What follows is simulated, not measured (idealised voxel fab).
A process module follows: voxel gate over fins.
Square cells of 5 nm make up the cross-section cut, whose width is 210 nm.
How to read a cross-section here: the picture is a grid of square cells, written as bands going from the top down, and any band can span one or more rows of cells.
Each band's line starts with the height of the band's top and of its bottom, in nm. Then come its materials from left to right, each with its width in nm. One material with "all across" fills the band from edge to edge. "blank" is empty space.
Height is counted from the level 0, under which the received wafer is composed throughout of one material. The lowest of the bands is not closed at the bottom but continues downward, in the notation "0 -> down".
Read "30 to 40" as a graded width: first number on top, second number at the bottom, same change between each pair of neighbouring rows.
"all unchanged" (step): cross-section cells unchanged, all of them.
"Sealed internal cavities" lists enclosed empty spaces (at least 8 cells, no open path upward to the top), each as width x height at distance from the left edge, in nm.
On each step's line, the part that comes after the settings is the simulator's own comment on the step.
On any step carrying a mask, the "overlay nm" setting, if present on the step's line, tells how far right of its planned place the mask lay; negative values point to the left.

### Listed below are the process steps as planned
1. RECEIVE, material Si
2. CONFORMAL_DEP, material SiN, thk nm 5
3. DIRECTIONAL_DEP, material aC, thk nm 10
4. PATTERN, tone cover, mask id FINS, material resist, width nm 15, pitch nm 45, thk nm 30, overlay nm 0
5. DIRECTIONAL_ETCH, etch materials aC, depth nm 10
6. STRIP, etch materials resist
7. DIRECTIONAL_ETCH, etch materials SiN, depth nm 5
8. DIRECTIONAL_ETCH, etch materials Si, depth nm 35
9. STRIP, etch materials aC
10. OXIDIZE, depth nm 5
11. FILL_DEP, material SiO2, thk nm 15
12. CMP, height nm 5
13. SELECTIVE_ETCH, etch materials SiO2, depth nm 20
14. STRIP, etch materials SiN
15. CONFORMAL_DEP, material HfO2, thk nm 5
16. CONFORMAL_DEP, material TiN, thk nm 5
17. FILL_DEP, material W, thk nm 10
18. CMP, height nm 15
19. CONFORMAL_DEP, material SiN, thk nm 10

### Wafer as received: cross-section following step 1
    0 -> down: Si all across
    Sealed internal cavities: none

### Cross-sectional image of the first of two wafers at the end of the module, the run having proceeded as planned
    25 -> 15: SiN all across
    15 -> 10: W all across
    10 -> 5: W (45); TiN (25); W (20); TiN (25); W (20); TiN (25); W (50)
    5 -> 0: W (45); TiN (5); HfO2 (15); TiN (5); W (20); TiN (5); HfO2 (15); TiN (5); W (20); TiN (5); HfO2 (15); TiN (5); W (50)
    0 -> -5: W (45); TiN (5); HfO2 (5); Si (5); HfO2 (5); TiN (5); W (20); TiN (5); HfO2 (5); Si (5); HfO2 (5); TiN (5); W (20); TiN (5); HfO2 (5); Si (5); HfO2 (5); TiN (5); W (50)
    -5 -> -10: TiN (50); HfO2 (5); Si (5); HfO2 (5); TiN (30); HfO2 (5); Si (5); HfO2 (5); TiN (30); HfO2 (5); Si (5); HfO2 (5); TiN (55)
    -10 -> -15: HfO2 (55); Si (5); HfO2 (40); Si (5); HfO2 (40); Si (5); HfO2 (60)
    -15 -> -40: SiO2 (55); Si (5); SiO2 (40); Si (5); SiO2 (40); Si (5); SiO2 (60)
    -40 -> down: Si all across
    Sealed internal cavities: none

### Second wafer cross-section at end of module - shared start and plan with the first, one mistake in the run
    25 -> 15: SiN all across
    15 -> 10: W all across
    10 -> 5: W (35); TiN (25); W (20); TiN (25); W (20); TiN (25); W (60)
    5 -> 0: W (35); TiN (5); HfO2 (15); TiN (5); W (20); TiN (5); HfO2 (15); TiN (5); W (20); TiN (5); HfO2 (15); TiN (5); W (60)
    0 -> -5: W (35); TiN (5); HfO2 (5); Si (5); HfO2 (5); TiN (5); W (20); TiN (5); HfO2 (5); Si (5); HfO2 (5); TiN (5); W (20); TiN (5); HfO2 (5); Si (5); HfO2 (5); TiN (5); W (60)
    -5 -> -10: TiN (40); HfO2 (5); Si (5); HfO2 (5); TiN (30); HfO2 (5); Si (5); HfO2 (5); TiN (30); HfO2 (5); Si (5); HfO2 (5); TiN (65)
    -10 -> -15: HfO2 (45); Si (5); HfO2 (40); Si (5); HfO2 (40); Si (5); HfO2 (70)
    -15 -> -40: SiO2 (45); Si (5); SiO2 (40); Si (5); SiO2 (40); Si (5); SiO2 (70)
    -40 -> down: Si all across
    Sealed internal cavities: none
So what did we get wrong on this run? not per plan at step 4, really ran PATTERN, tone cover, mask id FINS, material resist, width nm 15, pitch nm 45, thk nm 30, overlay nm -10
Final wafers compared: equal cell tally per material, rearranged layout.
